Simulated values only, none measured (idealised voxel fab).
Proc. module: voxel plated lines
Cross-section cut: width 260 nm, square cells of 5 nm.
When this document writes out a cross-section, it uses a grid of square cells and lists it as bands, beginning at the top and moving down, with a band standing for one or more rows of cells.
The band entry comprises the height of the band's top followed by the height of its bottom, expressed in nm, and subsequently the band's materials from left to right, each stated together with its width in nm. Where a single material is marked with the word "edge to edge", that material fills the band from edge to edge. The word "blank" represents empty space.
Heights from 0 (as-received wafer is one material below). Bottom band endless downward, as "0 -> down".
Note: "30->40" means the width goes from the first number (top row of the band) to the second number (bottom row) in equal steps per row of cells.
"remained unchanged" means the step left every cell of the cross-section as it was.
Listed closed voids: empty space of 8 cells or more with no open way to the top, each as width x height at its distance from the left edge, in nm
Past the settings on a step's line: simulator remark, on that step.
The "overlay nm" setting may appear on a step's line; for a step that uses a mask, it gives how far to the right of its planned position the mask lay, and a negative value indicates the left.
For the reader: what remains of this document is a series of pairs, each showing a cross-section before one process step and a cross-section after that step which reaches down only to the lowest band that changed, with the step between them and its settings set out under the pair. It should not be assumed that a pair continues from the pair above it; the pairs can come from different runs of this module on the same starting wafer, and such continuity exists only where the entry headed "Structure before processing" says so.
## Structure before processing
> 0 -> down: Si edge to edge
> Listed closed voids: none
## As Processed
> 15 -> 0: SiN edge to edge
> Below 0, no change.
> Listed closed voids: none
Step taken after the before cross-section and before the after cross-section above: CONFORMAL_DEP | material SiN | thk nm 15
Structure before processing: per the after cross-section of the pair just above.
## As Processed
> 20 -> 15: TiN edge to edge
> Below 15, no change.
> Listed closed voids: none
Step taken after the before cross-section and before the after cross-section above: DIRECTIONAL_DEP | material TiN | thk nm 5
Structure before processing: per the after cross-section of the pair just above.
## As Processed
> 35 -> 20: resist=90, blank=15, resist=15, blank=15, resist=15, blank=15, resist=95
> Below 20, no change.
> Listed closed voids: none
Step taken after the before cross-section and before the after cross-section above: PATTERN | tone open | mask id LINES | material resist | width nm 15 | pitch nm 30 | thk nm 15 | overlay nm 0
Structure before processing: per the after cross-section of the pair just above.
## As Processed
> 35 -> 30: resist=90, blank=15, resist=15, blank=15, resist=15, blank=15, resist=95
> 30 -> 20: resist=90, Ru=15, resist=15, Ru=15, resist=15, Ru=15, resist=95
> Below 20, no change.
> Listed closed voids: none
Step taken after the before cross-section and before the after cross-section above: EPI | material Ru | thk nm 10
Structure before processing: per the after cross-section of the pair just above.
## As Processed
> 30 -> 20: blank=90, Ru=15, blank=15, Ru=15, blank=15, Ru=15, blank=95
> Below 20, no change.
> Listed closed voids: none
Step taken after the before cross-section and before the after cross-section above: STRIP | etch materials resist
Structure before processing: per the after cross-section of the pair just above.
## As Processed
> 30 -> 20: blank=90, Ru=15, blank=15, Ru=15, blank=15, Ru=15, blank=95
> 20 -> 15: blank=90, TiN=15, blank=15, TiN=15, blank=15, TiN=15, blank=95
> Below 15, no change.
> Listed closed voids: none
Step taken after the before cross-section and before the after cross-section above: DIRECTIONAL_ETCH | etch materials TiN | depth nm 5
Structure before processing: per the after cross-section of the pair just above.
## As Processed
> 40 -> 30: blank=80, SiCN=95, blank=85
> 30 -> 25: blank=80, SiCN=10, Ru=15, SiCN=15, Ru=15, SiCN=15, Ru=15, SiCN=10, blank=85
> 25 -> 20: SiCN=90, Ru=15, SiCN=15, Ru=15, SiCN=15, Ru=15, SiCN=95
> 20 -> 15: SiCN=90, TiN=15, SiCN=15, TiN=15, SiCN=15, TiN=15, SiCN=95
> Below 15, no change.
> Listed closed voids: none
Step taken after the before cross-section and before the after cross-section above: CONFORMAL_DEP | material SiCN | thk nm 10
## Structure before processing
> 0 -> down: Si edge to edge
> Listed closed voids: none
## As Processed
> 5 -> 0: TiN edge to edge
> Below 0, no change.
> Listed closed voids: none
Step taken after the before cross-section and before the after cross-section above: DIRECTIONAL_DEP | material TiN | thk nm 5
Structure before processing: per the after cross-section of the pair just above.
## As Processed
> 20 -> 5: resist=90, blank=15, resist=15, blank=15, resist=15, blank=15, resist=95
> Below 5, no change.
> Listed closed voids: none
Step taken after the before cross-section and before the after cross-section above: PATTERN | tone open | mask id LINES | material resist | width nm 15 | pitch nm 30 | thk nm 15 | overlay nm 0
Structure before processing: per the after cross-section of the pair just above.
## As Processed
> 20 -> 15: resist=90, blank=15, resist=15, blank=15, resist=15, blank=15, resist=95
> 15 -> 5: resist=90, Ru=15, resist=15, Ru=15, resist=15, Ru=15, resist=95
> Below 5, no change.
> Listed closed voids: none
Step taken after the before cross-section and before the after cross-section above: EPI | material Ru | thk nm 10
Structure before processing: per the after cross-section of the pair just above.
## As Processed
> 15 -> 5: blank=90, Ru=15, blank=15, Ru=15, blank=15, Ru=15, blank=95
> Below 5, no change.
> Listed closed voids: none
Step taken after the before cross-section and before the after cross-section above: STRIP | etch materials resist
Structure before processing: per the after cross-section of the pair just above.
## As Processed
> 15 -> 5: blank=90, Ru=15, blank=15, Ru=15, blank=15, Ru=15, blank=95
> 5 -> 0: blank=90, TiN=15, blank=15, TiN=15, blank=15, TiN=15, blank=95
> Below 0, no change.
> Listed closed voids: none
Step taken after the before cross-section and before the after cross-section above: DIRECTIONAL_ETCH | etch materials TiN | depth nm 5
Structure before processing: per the after cross-section of the pair just above.
## As Processed
> 25 -> 15: blank=80, SiCN=95, blank=85
> 15 -> 10: blank=80, SiCN=10, Ru=15, SiCN=15, Ru=15, SiCN=15, Ru=15, SiCN=10, blank=85
> 10 -> 5: SiCN=90, Ru=15, SiCN=15, Ru=15, SiCN=15, Ru=15, SiCN=95
> 5 -> 0: SiCN=90, TiN=15, SiCN=15, TiN=15, SiCN=15, TiN=15, SiCN=95
> Below 0, no change.
> Listed closed voids: none
Step taken after the before cross-section and before the after cross-section above: CONFORMAL_DEP | material SiCN | thk nm 10
## Structure before processing
> 15 -> 0: SiN edge to edge
> 0 -> down: Si edge to edge
> Listed closed voids: none
## As Processed
> 30 -> 0: SiN edge to edge
> Below 0, no change.
> Listed closed voids: none
Step taken after the before cross-section and before the after cross-section above: CONFORMAL_DEP | material SiN | thk nm 15
Structure before processing: per the after cross-section of the pair just above.
## As Processed
> 35 -> 30: TiN edge to edge
> Below 30, no change.
> Listed closed voids: none
Step taken after the before cross-section and before the after cross-section above: DIRECTIONAL_DEP | material TiN | thk nm 5
Structure before processing: per the after cross-section of the pair just above.
## As Processed
> 50 -> 35: resist=90, blank=15, resist=15, blank=15, resist=15, blank=15, resist=95
> Below 35, no change.
> Listed closed voids: none
Step taken after the before cross-section and before the after cross-section above: PATTERN | tone open | mask id LINES | material resist | width nm 15 | pitch nm 30 | thk nm 15 | overlay nm 0
Structure before processing: per the after cross-section of the pair just above.
## As Processed
> 50 -> 45: resist=90, blank=15, resist=15, blank=15, resist=15, blank=15, resist=95
> 45 -> 35: resist=90, Ru=15, resist=15, Ru=15, resist=15, Ru=15, resist=95
> Below 35, no change.
> Listed closed voids: none
Step taken after the before cross-section and before the after cross-section above: EPI | material Ru | thk nm 10
Structure before processing: per the after cross-section of the pair just above.
## As Processed
> 45 -> 35: blank=90, Ru=15, blank=15, Ru=15, blank=15, Ru=15, blank=95
> Below 35, no change.
> Listed closed voids: none
Step taken after the before cross-section and before the after cross-section above: STRIP | etch materials resist
Structure before processing: per the after cross-section of the pair just above.
## As Processed
> 45 -> 35: blank=90, Ru=15, blank=15, Ru=15, blank=15, Ru=15, blank=95
> 35 -> 30: blank=90, TiN=15, blank=15, TiN=15, blank=15, TiN=15, blank=95
> Below 30, no change.
> Listed closed voids: none
Step taken after the before cross-section and before the after cross-section above: DIRECTIONAL_ETCH | etch materials TiN | depth nm 5
Structure before processing: per the after cross-section of the pair just above.
## As Processed
> 55 -> 45: blank=80, SiCN=95, blank=85
> 45 -> 40: blank=80, SiCN=10, Ru=15, SiCN=15, Ru=15, SiCN=15, Ru=15, SiCN=10, blank=85
> 40 -> 35: SiCN=90, Ru=15, SiCN=15, Ru=15, SiCN=15, Ru=15, SiCN=95
> 35 -> 30: SiCN=90, TiN=15, SiCN=15, TiN=15, SiCN=15, TiN=15, SiCN=95
> Below 30, no change.
> Listed closed voids: none
Step taken after the before cross-section and before the after cross-section above: CONFORMAL_DEP | material SiCN | thk nm 10
## Structure before processing
> 5 -> 0: TiN edge to edge
> 0 -> down: Si edge to edge
> Listed closed voids: none
## As Processed
> 20 -> 5: SiN edge to edge
> Below 5, no change.
> Listed closed voids: none
Step taken after the before cross-section and before the after cross-section above: CONFORMAL_DEP | material SiN | thk nm 15
Structure before processing: per the after cross-section of the pair just above.
## As Processed
> 35 -> 20: resist=90, blank=15, resist=15, blank=15, resist=15, blank=15, resist=95
> Below 20, no change.
> Listed closed voids: none
Step taken after the before cross-section and before the after cross-section above: PATTERN | tone open | mask id LINES | material resist | width nm 15 | pitch nm 30 | thk nm 15 | overlay nm 0
Structure before processing: per the after cross-section of the pair just above.
## As Processed
> 20 -> 5: SiN edge to edge
> Below 5, no change.
> Listed closed voids: none
Step taken after the before cross-section and before the after cross-section above: STRIP | etch materials resist
Structure before processing: per the after cross-section of the pair just above.
## As Processed
> 30 -> 20: SiCN edge to edge
> Below 20, no change.
> Listed closed voids: none
Step taken after the before cross-section and before the after cross-section above: CONFORMAL_DEP | material SiCN | thk nm 10
## Structure before processing
> 30 -> 20: blank=90, Ru=15, blank=15, Ru=15, blank=15, Ru=15, blank=95
> 20 -> 15: blank=90, TiN=15, blank=15, TiN=15, blank=15, TiN=15, blank=95
> 15 -> 0: SiN edge to edge
> 0 -> down: Si edge to edge
> Listed closed voids: none
## As Processed
> 45 -> 30: blank=75, SiCN=105, blank=80
> 30 -> 20: SiCN=90, Ru=15, SiCN=15, Ru=15, SiCN=15, Ru=15, SiCN=95
> 20 -> 15: SiCN=90, TiN=15, SiCN=15, TiN=15, SiCN=15, TiN=15, SiCN=95
> Below 15, no change.
> Listed closed voids: none
Step taken after the before cross-section and before the after cross-section above: CONFORMAL_DEP | material SiCN | thk nm 15
## Structure before processing
> 20 -> 15: TiN edge to edge
> 15 -> 0: SiN edge to edge
> 0 -> down: Si edge to edge
> Listed closed voids: none
## As Processed
> 35 -> 20: resist=85, blank=15, resist=15, blank=15, resist=15, blank=15, resist=100
> Below 20, no change.
> Listed closed voids: none
Step taken after the before cross-section and before the after cross-section above: PATTERN | tone open | mask id LINES | material resist | width nm 15 | pitch nm 30 | thk nm 15 | overlay nm -5
Structure before processing: per the after cross-section of the pair just above.
## As Processed
> 35 -> 30: resist=85, blank=15, resist=15, blank=15, resist=15, blank=15, resist=100
> 30 -> 20: resist=85, Ru=15, resist=15, Ru=15, resist=15, Ru=15, resist=100
> Below 20, no change.
> Listed closed voids: none
Step taken after the before cross-section and before the after cross-section above: EPI | material Ru | thk nm 10
Structure before processing: per the after cross-section of the pair just above.
## As Processed
> 30 -> 20: blank=85, Ru=15, blank=15, Ru=15, blank=15, Ru=15, blank=100
> Below 20, no change.
> Listed closed voids: none
Step taken after the before cross-section and before the after cross-section above: STRIP | etch materials resist
Structure before processing: per the after cross-section of the pair just above.
## As Processed
> 30 -> 20: blank=85, Ru=15, blank=15, Ru=15, blank=15, Ru=15, blank=100
> 20 -> 15: blank=85, TiN=15, blank=15, TiN=15, blank=15, TiN=15, blank=100
> Below 15, no change.
> Listed closed voids: none
Step taken after the before cross-section and before the after cross-section above: DIRECTIONAL_ETCH | etch materials TiN | depth nm 5
Structure before processing: per the after cross-section of the pair just above.
## As Processed
> 40 -> 30: blank=75, SiCN=95, blank=90
> 30 -> 25: blank=75, SiCN=10, Ru=15, SiCN=15, Ru=15, SiCN=15, Ru=15, SiCN=10, blank=90
> 25 -> 20: SiCN=85, Ru=15, SiCN=15, Ru=15, SiCN=15, Ru=15, SiCN=100
> 20 -> 15: SiCN=85, TiN=15, SiCN=15, TiN=15, SiCN=15, TiN=15, SiCN=100
> Below 15, no change.
> Listed closed voids: none
Step taken after the before cross-section and before the after cross-section above: CONFORMAL_DEP | material SiCN | thk nm 10
## Structure before processing
> 30 -> 20: blank=90, Ru=15, blank=15, Ru=15, blank=15, Ru=15, blank=95
> 20 -> 15: TiN edge to edge
> 15 -> 0: SiN edge to edge
> 0 -> down: Si edge to edge
> Listed closed voids: none
## As Processed
> 25 -> 20: blank=90, Ru=15, blank=15, Ru=15, blank=15, Ru=15, blank=95
> Below 20, no change.
> Listed closed voids: none
Step taken after the before cross-section and before the after cross-section above: DIRECTIONAL_ETCH | etch materials Ru | depth nm 5
Structure before processing: per the after cross-section of the pair just above.
## As Processed
> 35 -> 30: blank=80, SiCN=95, blank=85
> 30 -> 25: SiCN edge to edge
> 25 -> 20: SiCN=90, Ru=15, SiCN=15, Ru=15, SiCN=15, Ru=15, SiCN=95
> Below 20, no change.
> Listed closed voids: none
Step taken after the before cross-section and before the after cross-section above: CONFORMAL_DEP | material SiCN | thk nm 10
## Structure before processing
> 20 -> 15: TiN edge to edge
> 15 -> 0: SiN edge to edge
> 0 -> down: Si edge to edge
> Listed closed voids: none
## As Processed
> 35 -> 20: blank=90, resist=15, blank=15, resist=15, blank=15, resist=15, blank=95
> Below 20, no change.
> Listed closed voids: none
Step taken after the before cross-section and before the after cross-section above: PATTERN | tone cover | mask id LINES | material resist | width nm 15 | pitch nm 30 | thk nm 15 | overlay nm 0
Structure before processing: per the after cross-section of the pair just above.
## As Processed
> 35 -> 30: blank=90, resist=15, blank=15, resist=15, blank=15, resist=15, blank=95
> 30 -> 20: Ru=90, resist=15, Ru=15, resist=15, Ru=15, resist=15, Ru=95
> Below 20, no change.
> Listed closed voids: none
Step taken after the before cross-section and before the after cross-section above: EPI | material Ru | thk nm 10
Structure before processing: per the after cross-section of the pair just above.
## As Processed
> 30 -> 20: Ru=90, blank=15, Ru=15, blank=15, Ru=15, blank=15, Ru=95
> Below 20, no change.
> Listed closed voids: none
Step taken after the before cross-section and before the after cross-section above: STRIP | etch materials resist
Structure before processing: per the after cross-section of the pair just above.
## As Processed
> 30 -> 20: Ru=90, blank=15, Ru=15, blank=15, Ru=15, blank=15, Ru=95
> 20 -> 15: TiN=90, blank=15, TiN=15, blank=15, TiN=15, blank=15, TiN=95
> Below 15, no change.
> Listed closed voids: none
Step taken after the before cross-section and before the after cross-section above: DIRECTIONAL_ETCH | etch materials TiN | depth nm 5
Structure before processing: per the after cross-section of the pair just above.
## As Processed
> 40 -> 30: SiCN edge to edge
> 30 -> 20: Ru=90, SiCN=15, Ru=15, SiCN=15, Ru=15, SiCN=15, Ru=95
> 20 -> 15: TiN=90, SiCN=15, TiN=15, SiCN=15, TiN=15, SiCN=15, TiN=95
> Below 15, no change.
> Listed closed voids: none
Step taken after the before cross-section and before the after cross-section above: CONFORMAL_DEP | material SiCN | thk nm 10
